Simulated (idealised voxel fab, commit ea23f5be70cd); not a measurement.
Name of the process module below: voxel self aligned contacts
In the cross-section labelled cut, the width is 185 nm and each square cell is 5 nm.
Think of the cross-section as a grid of square cells. We describe it in bands, top to bottom, and each band covers one or more rows of those cells. Per band: top height and bottom height in nm, followed by the left-to-right materials and their widths in nm; "everywhere" marks a single material spanning edge to edge, "blank" marks empty space. Beneath 0, the wafer as received is one material, and that level is where height counting begins. The lowest band goes on downward without a bottom; it is written like "0 nm and below". Note: "30 to 40" means the width goes from the first number (top row of the band) to the second number (bottom row) in equal steps per row of cells. Take "no alterations made" at face value: in the step it is given for, the cross-section changed in none of its cells. Cavities, sealed: empty space of 8 cells or more with no open way to the top, each as width x height at its distance from the left edge, in nm. Anything after a step's settings on that line? It's the simulator's own note about the step. The setting "overlay nm" may be written on the line of a step. When the step uses a mask, the value reports how far to the right of the planned place the mask lay, and a negative value reports that it lay to the left.
SO HERE'S THE LINEUP OF PROCESS STEPS WE PLANNED
1) RECEIVE (material Si)
2) OXIDIZE (depth nm 5)
3) DIRECTIONAL_DEP (material polySi; thk nm 30)
4) DIRECTIONAL_DEP (material SiN; thk nm 15)
5) PATTERN (tone cover; mask id GATE; material resist; width nm 15; pitch nm 50; thk nm 15; overlay nm 0)
6) DIRECTIONAL_ETCH (etch materials SiN; depth nm 15)
7) DIRECTIONAL_ETCH (etch materials polySi; depth nm 30)
8) STRIP (etch materials resist)
9) CONFORMAL_DEP (material SiN; thk nm 5)
10) DIRECTIONAL_ETCH (etch materials SiN; depth nm 5)
11) FILL_DEP (material SiO2; thk nm 15)
12) CMP (height nm 50)
13) MASKED_ETCH (tone open; mask id CONTACT; width nm 35; etch materials SiO2; depth nm 55; overlay nm 0)
14) CONFORMAL_DEP (material TiN; thk nm 5)
15) FILL_DEP (material W; thk nm 5)
16) CMP (height nm 50)
17) CONFORMAL_DEP (material SiCN; thk nm 5)
Among the wafers covered here, the point of difference is the width nm at step 5; their starting state is shared, and the plan presents the value of the first wafer.
HERE'S THE FIRST OF THE WAFERS IN CROSS-SECTION, JUST AS WE GOT IT, I.E. AFTER STEP 1
* 0 nm and below  Si everywhere
* Cavities, sealed: none
DEPICTED HERE IS THE FIRST OF SEVERAL WAFERS IN CROSS-SECTION, AT MODULE COMPLETION FOLLOWING THE LAST STEP, STEP 17
* 55 nm to 50 nm  SiCN everywhere
* 50 nm to 45 nm  SiO2: 75 / TiN: 10 / W: 15 / TiN: 10 / SiO2: 75
* 45 nm to 30 nm  SiO2: 55 / SiN: 25 / TiN: 5 / W: 15 / TiN: 5 / SiN: 25 / SiO2: 55
* 30 nm to 0 nm  SiO2: 55 / SiN: 5 / polySi: 15 / SiN: 5 / TiN: 5 / W: 15 / TiN: 5 / SiN: 5 / polySi: 15 / SiN: 5 / SiO2: 55
* 0 nm to -5 nm  SiO2: 80 / TiN: 25 / SiO2: 80
* -5 nm and below  Si everywhere
* Cavities, sealed: none
A CROSS-SECTION THROUGH THE LAST WAFER AT THE CLOSE OF THE MODULE
* 55 nm to 50 nm  SiCN everywhere
* 50 nm to 45 nm  SiO2: 75 / TiN: 35 / SiO2: 75
* 45 nm to 30 nm  SiO2: 45 / SiN: 45 / TiN: 5 / SiN: 45 / SiO2: 45
* 30 nm to 0 nm  SiO2: 45 / SiN: 5 / polySi: 35 / SiN: 5 / TiN: 5 / SiN: 5 / polySi: 35 / SiN: 5 / SiO2: 45
* 0 nm to -5 nm  SiO2: 90 / TiN: 5 / SiO2: 90
* -5 nm and below  Si everywhere
* Cavities, sealed: none
BELOW, A ROW FOR EVERY WAFER. READ IT AS THE END-OF-MODULE PICTURE: FOR EACH MATERIAL THE WAFER SHOWS ITS CELLS GAINED (+) OR LOST (-) SINCE IT WAS RECEIVED, AND THEN ITS CLOSED VOIDS
width nm 15; -37 Si; +37 SiCN; +54 SiN; +260 SiO2; +27 TiN; +30 W; +36 polySi; Cavities, sealed: none
width nm 20; -37 Si; +37 SiCN; +60 SiN; +252 SiO2; +27 TiN; +20 W; +48 polySi; Cavities, sealed: none
width nm 25; -37 Si; +37 SiCN; +66 SiN; +244 SiO2; +27 TiN; +10 W; +60 polySi; Cavities, sealed: none
width nm 30; -37 Si; +37 SiCN; +72 SiN; +236 SiO2; +27 TiN; +72 polySi; Cavities, sealed: none
width nm 35; -37 Si; +37 SiCN; +78 SiN; +228 SiO2; +17 TiN; +84 polySi; Cavities, sealed: none
